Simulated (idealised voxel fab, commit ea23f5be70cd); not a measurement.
Process module heading - voxel transistor to metal
Cross-section cut: width 295 nm, square cells of 5 nm.
Just so we're on the same page, the cross-sections are grids of square cells, and they're listed out in bands top to bottom, each band one or more rows deep. Heads up on the band format: heights come first, top then bottom, in nm. After that it's the materials left to right, each with its width in nm. A single material flagged "full width" fills the whole band edge to edge, and "air" means there's empty space there. Heights are expressed relative to 0, this being the level below which the as-received wafer comprises one material exclusively. The lowest band is unbounded in the downward direction and is denoted as in "from 0 down". Top row gets the first number, bottom row gets the second, and each row in between changes by the same step: that is how a band width like "30..40" works. Given "same as before" for a step, no cell of the cross-section differs between before and after that step. You'll see "Cavities, sealed" listing empty spaces that have no way open to the top, as long as they're 8 cells or more; the notation is width x height at distance, where the distance is from the left edge, and all of it is in nm. The remark found on a step's line after its settings is issued by the simulator itself and pertains to that step. "overlay nm" answers the question of how far to the right of plan the mask lay on a step that has a mask, and when it is negative the answer is to the left.
Steps planned for the process:
1 RECEIVE | material Si
2 OXIDIZE | depth nm 5
3 CONFORMAL_DEP | material SiN | thk nm 15
4 DIRECTIONAL_DEP | material aC | thk nm 10
5 PATTERN | tone cover | mask id ACTIVE | material resist | width nm 95 | pitch nm 125 | thk nm 30 | overlay nm 0
6 DIRECTIONAL_ETCH | etch materials aC | depth nm 10
7 STRIP | etch materials resist
8 DIRECTIONAL_ETCH | etch materials SiN | depth nm 15
9 DIRECTIONAL_ETCH | etch materials SiO2 | depth nm 5
10 DIRECTIONAL_ETCH | etch materials Si | depth nm 30
11 STRIP | etch materials aC
12 OXIDIZE | depth nm 5
13 FILL_DEP | material SiO2 | thk nm 10
14 CMP | height nm 15
15 SELECTIVE_ETCH | etch materials SiO2 | depth nm 10
16 STRIP | etch materials SiN
17 SELECTIVE_ETCH | etch materials SiO2 | depth nm 5
18 OXIDIZE | depth nm 5
19 DIRECTIONAL_DEP | material polySi | thk nm 20
20 DIRECTIONAL_DEP | material SiCN | thk nm 10
21 PATTERN | tone cover | mask id GATE | material resist | width nm 15 | pitch nm 125 | thk nm 15 | overlay nm -15
22 DIRECTIONAL_ETCH | etch materials SiCN | depth nm 20
23 DIRECTIONAL_ETCH | etch materials polySi | depth nm 30
24 STRIP | etch materials resist
25 CONFORMAL_DEP | material SiN | thk nm 5
26 DIRECTIONAL_ETCH | etch materials SiN | depth nm 5
27 DIRECTIONAL_ETCH | etch materials SiO2 | depth nm 5
28 DIRECTIONAL_ETCH | etch materials Si | depth nm 10
29 EPI | material SiGe | thk nm 15
30 FILL_DEP | material SiO2 | thk nm 5
31 CMP | height nm 25
32 DIRECTIONAL_DEP | material SiO2 | thk nm 15
33 MASKED_ETCH | tone open | mask id CONTACT | width nm 25 | etch materials SiO2 | depth nm 45 | overlay nm 0
34 CONFORMAL_DEP | material TiN | thk nm 5
35 FILL_DEP | material Ru | thk nm 5
36 CMP | height nm 40
37 DIRECTIONAL_DEP | material TiN | thk nm 5
38 DIRECTIONAL_DEP | material Ru | thk nm 15
39 MASKED_ETCH | tone cover | mask id METAL_1 | width nm 15 | etch materials Ru | depth nm 15 | overlay nm 0
40 MASKED_ETCH | tone cover | mask id METAL_1 | width nm 15 | etch materials TiN | depth nm 5 | overlay nm 0
41 CONFORMAL_DEP | material SiCN | thk nm 5
42 FILL_DEP | material lowk | thk nm 10
43 CMP | height nm 60
44 CONFORMAL_DEP | material SiN | thk nm 5
Among the wafers covered here, the point of difference is the overlay nm at step 21; their starting state is shared, and the plan presents the value of the first wafer.
Received condition of the first of several wafers, sectioned: post-step 1:
- from 0 down = Si full width
- Cavities, sealed: none
Cross-section, first of several wafers, end of module, after last step 44:
- from 65 to 60 = SiN full width
- from 60 to 45 = lowk 40 nm | SiCN 5 nm | Ru 15 nm | SiCN 5 nm | lowk 35 nm | SiCN 5 nm | Ru 15 nm | SiCN 5 nm | lowk 40 nm | SiCN 5 nm | Ru 15 nm | SiCN 5 nm | lowk 35 nm | SiCN 5 nm | Ru 15 nm | SiCN 5 nm | lowk 45 nm
- from 45 to 40 = SiCN 45 nm | TiN 15 nm | SiCN 45 nm | TiN 15 nm | SiCN 50 nm | TiN 15 nm | SiCN 45 nm | TiN 15 nm | SiCN 50 nm
- from 40 to 30 = SiO2 45 nm | TiN 5 nm | Ru 15 nm | TiN 5 nm | SiO2 25 nm | TiN 5 nm | Ru 15 nm | TiN 5 nm | SiO2 50 nm | TiN 5 nm | Ru 15 nm | TiN 5 nm | SiO2 25 nm | TiN 5 nm | Ru 15 nm | TiN 5 nm | SiO2 50 nm
- from 30 to 25 = SiO2 45 nm | TiN 25 nm | SiO2 25 nm | TiN 5 nm | Ru 15 nm | TiN 5 nm | SiO2 50 nm | TiN 25 nm | SiO2 25 nm | TiN 5 nm | Ru 15 nm | TiN 5 nm | SiO2 50 nm
- from 25 to 15 = SiO2 45 nm | TiN 10 nm | SiN 5 nm | SiCN 15 nm | SiN 5 nm | SiO2 15 nm | TiN 5 nm | Ru 15 nm | TiN 5 nm | SiO2 50 nm | TiN 10 nm | SiN 5 nm | SiCN 15 nm | SiN 5 nm | SiO2 15 nm | TiN 5 nm | Ru 15 nm | TiN 5 nm | SiO2 50 nm
- from 15 to 5 = SiO2 45 nm | TiN 10 nm | SiN 5 nm | polySi 15 nm | SiN 5 nm | SiO2 15 nm | TiN 5 nm | Ru 15 nm | TiN 5 nm | SiO2 50 nm | TiN 10 nm | SiN 5 nm | polySi 15 nm | SiN 5 nm | SiO2 15 nm | TiN 5 nm | Ru 15 nm | TiN 5 nm | SiO2 50 nm
- from 5 to 0 = SiO2 40 nm | SiGe 15 nm | SiN 5 nm | polySi 15 nm | SiN 5 nm | SiGe 15 nm | TiN 5 nm | Ru 15 nm | TiN 5 nm | SiO2 45 nm | SiGe 15 nm | SiN 5 nm | polySi 15 nm | SiN 5 nm | SiGe 15 nm | TiN 5 nm | Ru 15 nm | TiN 5 nm | SiO2 50 nm
- from 0 to -5 = SiO2 30 nm | SiN 5 nm | SiO2 5 nm | SiGe 15 nm | SiN 5 nm | polySi 15 nm | SiN 5 nm | SiGe 15 nm | TiN 25 nm | SiO2 10 nm | SiN 5 nm | SiO2 20 nm | SiN 5 nm | SiO2 5 nm | SiGe 15 nm | SiN 5 nm | polySi 15 nm | SiN 5 nm | SiGe 15 nm | TiN 25 nm | SiO2 10 nm | SiN 5 nm | SiO2 35 nm
- from -5 to -10 = SiO2 35 nm | SiGe 20 nm | SiO2 25 nm | SiGe 50 nm | SiO2 30 nm | SiGe 20 nm | SiO2 25 nm | SiGe 50 nm | SiO2 40 nm
- from -10 to -20 = SiO2 40 nm | SiGe 15 nm | Si 25 nm | SiGe 45 nm | SiO2 40 nm | SiGe 15 nm | Si 25 nm | SiGe 45 nm | SiO2 45 nm
- from -20 to -40 = SiO2 40 nm | Si 85 nm | SiO2 40 nm | Si 85 nm | SiO2 45 nm
- from -40 down = Si full width
- Cavities, sealed: none
Module end, final wafer: cross-section:
- from 65 to 60 = SiN full width
- from 60 to 45 = lowk 40 nm | SiCN 5 nm | Ru 15 nm | SiCN 5 nm | lowk 35 nm | SiCN 5 nm | Ru 15 nm | SiCN 5 nm | lowk 40 nm | SiCN 5 nm | Ru 15 nm | SiCN 5 nm | lowk 35 nm | SiCN 5 nm | Ru 15 nm | SiCN 5 nm | lowk 45 nm
- from 45 to 40 = SiCN 45 nm | TiN 15 nm | SiCN 45 nm | TiN 15 nm | SiCN 50 nm | TiN 15 nm | SiCN 45 nm | TiN 15 nm | SiCN 50 nm
- from 40 to 30 = SiO2 45 nm | TiN 5 nm | Ru 15 nm | TiN 5 nm | SiO2 25 nm | TiN 5 nm | Ru 15 nm | TiN 5 nm | SiO2 50 nm | TiN 5 nm | Ru 15 nm | TiN 5 nm | SiO2 25 nm | TiN 5 nm | Ru 15 nm | TiN 5 nm | SiO2 50 nm
- from 30 to 25 = SiO2 45 nm | TiN 5 nm | Ru 15 nm | TiN 5 nm | SiO2 25 nm | TiN 25 nm | SiO2 50 nm | TiN 5 nm | Ru 15 nm | TiN 5 nm | SiO2 25 nm | TiN 25 nm | SiO2 50 nm
- from 25 to 15 = SiO2 45 nm | TiN 5 nm | Ru 15 nm | TiN 5 nm | SiO2 15 nm | SiN 5 nm | SiCN 15 nm | SiN 5 nm | TiN 10 nm | SiO2 50 nm | TiN 5 nm | Ru 15 nm | TiN 5 nm | SiO2 15 nm | SiN 5 nm | SiCN 15 nm | SiN 5 nm | TiN 10 nm | SiO2 50 nm
- from 15 to 5 = SiO2 45 nm | TiN 5 nm | Ru 15 nm | TiN 5 nm | SiO2 15 nm | SiN 5 nm | polySi 15 nm | SiN 5 nm | TiN 10 nm | SiO2 50 nm | TiN 5 nm | Ru 15 nm | TiN 5 nm | SiO2 15 nm | SiN 5 nm | polySi 15 nm | SiN 5 nm | TiN 10 nm | SiO2 50 nm
- from 5 to 0 = SiO2 45 nm | TiN 5 nm | Ru 15 nm | TiN 5 nm | SiGe 15 nm | SiN 5 nm | polySi 15 nm | SiN 5 nm | SiGe 15 nm | SiO2 45 nm | TiN 5 nm | Ru 15 nm | TiN 5 nm | SiGe 15 nm | SiN 5 nm | polySi 15 nm | SiN 5 nm | SiGe 15 nm | SiO2 45 nm
- from 0 to -5 = SiO2 30 nm | SiN 5 nm | SiO2 10 nm | TiN 25 nm | SiGe 15 nm | SiN 5 nm | polySi 15 nm | SiN 5 nm | SiGe 15 nm | SiO2 5 nm | SiN 5 nm | SiO2 20 nm | SiN 5 nm | SiO2 10 nm | TiN 25 nm | SiGe 15 nm | SiN 5 nm | polySi 15 nm | SiN 5 nm | SiGe 15 nm | SiO2 5 nm | SiN 5 nm | SiO2 35 nm
- from -5 to -10 = SiO2 35 nm | SiGe 50 nm | SiO2 25 nm | SiGe 20 nm | SiO2 30 nm | SiGe 50 nm | SiO2 25 nm | SiGe 20 nm | SiO2 40 nm
- from -10 to -20 = SiO2 40 nm | SiGe 45 nm | Si 25 nm | SiGe 15 nm | SiO2 40 nm | SiGe 45 nm | Si 25 nm | SiGe 15 nm | SiO2 45 nm
- from -20 to -40 = SiO2 40 nm | Si 85 nm | SiO2 40 nm | Si 85 nm | SiO2 45 nm
- from -40 down = Si full width
- Cavities, sealed: none
Gained (+) or lost (-) cells of each material since receipt, then closed voids: one row per wafer, at the end of the module:
overlay nm -15 | +96 Ru | -316 Si | +83 SiCN | +100 SiGe | +87 SiN | +488 SiO2 | +88 TiN | +117 lowk | +24 polySi | Cavities, sealed: none
overlay nm -10 | +100 Ru | -316 Si | +83 SiCN | +100 SiGe | +87 SiN | +484 SiO2 | +88 TiN | +117 lowk | +24 polySi | Cavities, sealed: none
overlay nm -5 | +104 Ru | -316 Si | +83 SiCN | +100 SiGe | +87 SiN | +476 SiO2 | +92 TiN | +117 lowk | +24 polySi | Cavities, sealed: none
overlay nm 0 | +108 Ru | -316 Si | +83 SiCN | +100 SiGe | +87 SiN | +468 SiO2 | +96 TiN | +117 lowk | +24 polySi | Cavities, sealed: none
overlay nm 5 | +104 Ru | -316 Si | +83 SiCN | +100 SiGe | +87 SiN | +476 SiO2 | +92 TiN | +117 lowk | +24 polySi | Cavities, sealed: none
overlay nm 10 | +100 Ru | -316 Si | +83 SiCN | +100 SiGe | +87 SiN | +484 SiO2 | +88 TiN | +117 lowk | +24 polySi | Cavities, sealed: none
overlay nm 15 | +96 Ru | -316 Si | +83 SiCN | +100 SiGe | +87 SiN | +488 SiO2 | +88 TiN | +117 lowk | +24 polySi | Cavities, sealed: none
